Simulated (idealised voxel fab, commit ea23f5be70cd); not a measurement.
The name of this process module is voxel spacer lines.
Square cell edge 5 nm, section width 230 nm, ID cut.
Format of a cross-section: grid, square cells. Given as bands. Order: top down. Band: one or more rows of cells.
Top, bottom (nm), then materials left to right with widths (nm); lone material tagged "edge to edge" fills the whole band edge to edge; "blank" = empty space.
A quick word on heights: they are counted from 0, and under that level the wafer as it came to us is one material throughout. The lowest band is different from the rest in having no bottom; it simply continues downward, written as in "0 -> down".
The width entry "30 to 40" should be interpreted row by row: the top row of cells in the band takes the first number, the bottom row takes the second number, and the change between adjacent rows is uniform throughout.
"identical to before" -> step changed no cross-section cell.
"Unvented voids" contains a list of empty spaces, each no smaller than 8 cells and without an open way to the top, written in the form width x height at distance with the distance from the left edge and all three in nm.
Whatever follows a step's settings on its line is a remark the simulator itself makes about that step.
If you see "overlay nm" on a step's line and that step has a mask, it's telling you how far right of where it was planned the mask ended up; a negative number means it went left instead.
## List of planned process steps
1. RECEIVE (material Si)
2. CONFORMAL_DEP (material Al2O3; thk nm 5)
3. DIRECTIONAL_DEP (material SiN; thk nm 20)
4. DIRECTIONAL_DEP (material aC; thk nm 20)
5. PATTERN (tone cover; mask id MANDREL; material resist; width nm 15; pitch nm 50; thk nm 25; overlay nm 0)
6. DIRECTIONAL_ETCH (etch materials aC; depth nm 20)
7. STRIP (etch materials resist)
8. CONFORMAL_DEP (material SiO2; thk nm 10)
9. DIRECTIONAL_ETCH (etch materials SiO2; depth nm 10)
10. STRIP (etch materials aC)
11. DIRECTIONAL_ETCH (etch materials SiN; depth nm 20)
12. STRIP (etch materials SiO2)
13. FILL_DEP (material lowk; thk nm 10)
14. CMP (height nm 25)
## Cross-section: wafer on arrival = after step 1
    0 -> down = Si edge to edge
    Unvented voids: none
## This is how the wafer looks in cross-section once the module is done, given the starting state and plan above and one mistake in carrying the plan out
    25 -> 15 = lowk edge to edge
    15 -> 5 = lowk: 45 | SiN: 10 | lowk: 15 | SiN: 10 | lowk: 15 | SiN: 10 | lowk: 15 | SiN: 10 | lowk: 15 | SiN: 10 | lowk: 15 | SiN: 10 | lowk: 50
    5 -> 0 = Al2O3 edge to edge
    0 -> down = Si edge to edge
    Unvented voids: none
In executing the process, a mistake was made relative to the plan: step 3 did not use the planned setting and instead ran as DIRECTIONAL_DEP (material SiN; thk nm 10)
